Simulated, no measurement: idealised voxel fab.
Process module heading - voxel transistor to metal
250 nm wide, 5 nm square cells: that's cross-section cut.
Reading order for cross-sections: top band down to bottom band. Underlying form: a grid of square cells. Band size: one or more rows of cells. Band: top and bottom heights (nm) first, top before bottom; then materials from left to right, widths in nm. "throughout" marks a sole material filling the band edge to edge. "air" denotes empty space. Note: height 0 marks the level under which the wafer is uniformly one material as received. Lowest band unbounded below, written "0 down". When a width is written as two numbers, as in "30->40", the first number is the width in the top row of cells of the band and the second is the width in its bottom row, and the width changes by the same amount from each row to the next. It should be understood that the words "remained the same", when stated for a given step, signify that the cross-section underwent no change in any of its cells during that step. "Completely sealed voids" - sealed voids, min. 8 cells, no opening to top; format: width x height at distance (distance from left edge; nm throughout). Heads up: the bit after the settings on a step's line is the simulator's remark on that step. What "overlay nm" on a step's line means: if the step has a mask, that mask lay this far to the right of its planned place, or, when the value is negative, to the left.

**The process steps that were planned are listed below**
| 1 | RECEIVE, material Si |
| 2 | CONFORMAL_DEP, material SiO2, thk nm 5 |
| 3 | CONFORMAL_DEP, material SiN, thk nm 15 |
| 4 | MASKED_ETCH, tone cover, mask id ACTIVE, width nm 85, pitch nm 115, etch materials SiN, depth nm 5, overlay nm 0 |
| 5 | MASKED_ETCH, tone cover, mask id ACTIVE, width nm 85, pitch nm 115, etch materials SiO2, depth nm 5, overlay nm 0 |
| 6 | MASKED_ETCH, tone cover, mask id ACTIVE, width nm 85, pitch nm 115, etch materials Si, depth nm 20, overlay nm 0 |
| 7 | OXIDIZE, depth nm 5 |
| 8 | FILL_DEP, material SiO2, thk nm 5 |
| 9 | CMP, height nm 20 |
| 10 | SELECTIVE_ETCH, etch materials SiO2, depth nm 15 |
| 11 | STRIP, etch materials SiN |
| 12 | SELECTIVE_ETCH, etch materials SiO2, depth nm 5 |
| 13 | OXIDIZE, depth nm 5 |
| 14 | DIRECTIONAL_DEP, material polySi, thk nm 30 |
| 15 | DIRECTIONAL_DEP, material SiCN, thk nm 15 |
| 16 | PATTERN, tone cover, mask id GATE, material resist, width nm 15, pitch nm 115, thk nm 20, overlay nm 0 |
| 17 | DIRECTIONAL_ETCH, etch materials SiCN, depth nm 25 |
| 18 | DIRECTIONAL_ETCH, etch materials polySi, depth nm 40 |
| 19 | STRIP, etch materials resist |
| 20 | CONFORMAL_DEP, material SiN, thk nm 5 |
| 21 | DIRECTIONAL_ETCH, etch materials SiN, depth nm 5 |
| 22 | DIRECTIONAL_ETCH, etch materials SiO2, depth nm 5 |
| 23 | DIRECTIONAL_ETCH, etch materials Si, depth nm 10 |
| 24 | EPI, material nSi, thk nm 10 |
| 25 | FILL_DEP, material SiO2, thk nm 10 |
| 26 | CMP, height nm 45 |
| 27 | DIRECTIONAL_DEP, material SiO2, thk nm 15 |
| 28 | PATTERN, tone open, mask id CONTACT, material resist, width nm 15, thk nm 15, overlay nm 0 |
| 29 | DIRECTIONAL_ETCH, etch materials SiO2, depth nm 65 |
| 30 | STRIP, etch materials resist |
| 31 | CONFORMAL_DEP, material TiN, thk nm 5 |
| 32 | FILL_DEP, material W, thk nm 5 |
| 33 | CMP, height nm 60 |
| 34 | DIRECTIONAL_DEP, material TiN, thk nm 5 |
| 35 | DIRECTIONAL_DEP, material W, thk nm 15 |
| 36 | DIRECTIONAL_DEP, material aC, thk nm 10 |
| 37 | PATTERN, tone cover, mask id METAL_1, material resist, width nm 15, thk nm 25, overlay nm 0 |
| 38 | DIRECTIONAL_ETCH, etch materials aC, depth nm 10 |
| 39 | STRIP, etch materials resist |
| 40 | DIRECTIONAL_ETCH, etch materials W, depth nm 15 |
| 41 | DIRECTIONAL_ETCH, etch materials TiN, depth nm 5 |
| 42 | STRIP, etch materials aC |
| 43 | CONFORMAL_DEP, material SiCN, thk nm 5 |
| 44 | FILL_DEP, material lowk, thk nm 10 |
| 45 | CMP, height nm 80 |
| 46 | CONFORMAL_DEP, material SiCN, thk nm 5 |
The wafers in this document start out alike and differ in the depth nm applied at step 4; the plan shows the value used for the first wafer.

**Received condition of the first of several wafers, sectioned: post-step 1**
  0 down = Si throughout
  Completely sealed voids: none

**Per wafer, end of module: cells gained (+) or lost (-) per material since receipt, then closed voids**
depth nm 5; -130 Si; +130 SiCN; +36 SiN; +388 SiO2; +120 TiN; +84 W; +90 lowk; +96 nSi; +36 polySi; Completely sealed voids: none
depth nm 10; -130 Si; +130 SiCN; +36 SiN; +388 SiO2; +120 TiN; +84 W; +90 lowk; +96 nSi; +36 polySi; Completely sealed voids: none
depth nm 15; -170 Si; +130 SiCN; +36 SiN; +468 SiO2; +120 TiN; +84 W; +90 lowk; +56 nSi; +36 polySi; Completely sealed voids: none
depth nm 20; -170 Si; +130 SiCN; +36 SiN; +468 SiO2; +120 TiN; +84 W; +90 lowk; +56 nSi; +36 polySi; Completely sealed voids: none
depth nm 25; -170 Si; +130 SiCN; +36 SiN; +468 SiO2; +120 TiN; +84 W; +90 lowk; +56 nSi; +36 polySi; Completely sealed voids: none
depth nm 30; -170 Si; +130 SiCN; +36 SiN; +468 SiO2; +120 TiN; +84 W; +90 lowk; +56 nSi; +36 polySi; Completely sealed voids: none
